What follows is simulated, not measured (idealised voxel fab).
process module | voxel spacer lines
cross-section cut | 230 nm wide | cells 5 nm
A cross-section is a grid of square cells, given in bands from the top down. A band is one or more rows of cells.
Each band's line starts with the height of the band's top and of its bottom, in nm. Then come its materials from left to right, each with its width in nm. One material with "throughout" fills the band from edge to edge. "air" is empty space.
Height 0 is the level under which the wafer as received is all one material. The lowest band goes on downwards, as in "0 down".
A width such as "30 to 40" changes by the same amount from each row of cells to the next, from the band's top row to its bottom row.
"no change" after a step means that no cell of the cross-section changed.
closed voids: empty space of 8 cells or more with no open way to the top, each as width x height at its distance from the left edge, in nm
after a step's settings: what the simulator itself notes on the step
overlay nm, on a step with a mask: how far to the right of its planned place the mask lay; to the left if negative
plan
1 op RECEIVE | material Si
2 op CONFORMAL_DEP | material Al2O3 | thk nm 5
3 op DIRECTIONAL_DEP | material SiN | thk nm 10
4 op DIRECTIONAL_DEP | material polySi | thk nm 25
5 op PATTERN | tone cover | mask id MANDREL | material resist | width nm 15 | pitch nm 60 | thk nm 35 | overlay nm 0
6 op DIRECTIONAL_ETCH | etch materials polySi | depth nm 25
7 op STRIP | etch materials resist
8 op CONFORMAL_DEP | material SiO2 | thk nm 15
9 op DIRECTIONAL_ETCH | etch materials SiO2 | depth nm 15
10 op STRIP | etch materials polySi
11 op DIRECTIONAL_ETCH | etch materials SiN | depth nm 10
12 op STRIP | etch materials SiO2
first wafer, as planned
as received, after step 1
  0 down: Si throughout
  closed voids: none
after step 2
  5 to 0: Al2O3 throughout
  below 0: unchanged
after step 3
  15 to 5: SiN throughout
  below 5: unchanged
after step 4
  40 to 15: polySi throughout
  below 15: unchanged
after step 5
  75 to 40: air 45 | resist 15 | air 45 | resist 15 | air 45 | resist 15 | air 50
  below 40: unchanged
after step 6
  75 to 40: air 45 | resist 15 | air 45 | resist 15 | air 45 | resist 15 | air 50
  40 to 15: air 45 | polySi 15 | air 45 | polySi 15 | air 45 | polySi 15 | air 50
  below 15: unchanged
after step 7
  40 to 15: air 45 | polySi 15 | air 45 | polySi 15 | air 45 | polySi 15 | air 50
  below 15: unchanged
after step 8
  55 to 40: air 30 | SiO2 45 | air 15 | SiO2 45 | air 15 | SiO2 45 | air 35
  40 to 30: air 30 | SiO2 15 | polySi 15 | SiO2 15 | air 15 | SiO2 15 | polySi 15 | SiO2 15 | air 15 | SiO2 15 | polySi 15 | SiO2 15 | air 35
  30 to 15: SiO2 45 | polySi 15 | SiO2 45 | polySi 15 | SiO2 45 | polySi 15 | SiO2 50
  below 15: unchanged
after step 9
  40 to 15: air 30 | SiO2 15 | polySi 15 | SiO2 15 | air 15 | SiO2 15 | polySi 15 | SiO2 15 | air 15 | SiO2 15 | polySi 15 | SiO2 15 | air 35
  below 15: unchanged
after step 10
  40 to 15: air 30 | SiO2 15 | air 15 | SiO2 15 | air 15 | SiO2 15 | air 15 | SiO2 15 | air 15 | SiO2 15 | air 15 | SiO2 15 | air 35
  below 15: unchanged
after step 11
  40 to 15: air 30 | SiO2 15 | air 15 | SiO2 15 | air 15 | SiO2 15 | air 15 | SiO2 15 | air 15 | SiO2 15 | air 15 | SiO2 15 | air 35
  15 to 5: air 30 | SiN 15 | air 15 | SiN 15 | air 15 | SiN 15 | air 15 | SiN 15 | air 15 | SiN 15 | air 15 | SiN 15 | air 35
  below 5: unchanged
after step 12
  15 to 5: air 30 | SiN 15 | air 15 | SiN 15 | air 15 | SiN 15 | air 15 | SiN 15 | air 15 | SiN 15 | air 15 | SiN 15 | air 35
  below 5: unchanged
second wafer: like start, like plan, one mistake. Through step 4 it matches the first wafer
when step 5 should have ended
  75 to 40: resist 45 | air 15 | resist 45 | air 15 | resist 45 | air 15 | resist 50
  below 40: unchanged
when step 6 should have ended
  75 to 40: resist 45 | air 15 | resist 45 | air 15 | resist 45 | air 15 | resist 50
  40 to 15: polySi 45 | air 15 | polySi 45 | air 15 | polySi 45 | air 15 | polySi 50
  below 15: unchanged
when step 7 should have ended
  40 to 15: polySi 45 | air 15 | polySi 45 | air 15 | polySi 45 | air 15 | polySi 50
  below 15: unchanged
when step 8 should have ended
  55 to 40: SiO2 throughout
  40 to 15: polySi 45 | SiO2 15 | polySi 45 | SiO2 15 | polySi 45 | SiO2 15 | polySi 50
  below 15: unchanged
when step 9 should have ended
  40 to 15: polySi 45 | SiO2 15 | polySi 45 | SiO2 15 | polySi 45 | SiO2 15 | polySi 50
  below 15: unchanged
when step 10 should have ended
  40 to 15: air 45 | SiO2 15 | air 45 | SiO2 15 | air 45 | SiO2 15 | air 50
  below 15: unchanged
when step 11 should have ended
  40 to 15: air 45 | SiO2 15 | air 45 | SiO2 15 | air 45 | SiO2 15 | air 50
  15 to 5: air 45 | SiN 15 | air 45 | SiN 15 | air 45 | SiN 15 | air 50
  below 5: unchanged
when step 12 should have ended
  15 to 5: air 45 | SiN 15 | air 45 | SiN 15 | air 45 | SiN 15 | air 50
  below 5: unchanged
what went wrong: step 5 ran as: op PATTERN | tone open | mask id MANDREL | material resist | width nm 15 | pitch nm 60 | thk nm 35 | overlay nm 0
at the end the second wafer has, in cells: 18 fewer of SiN
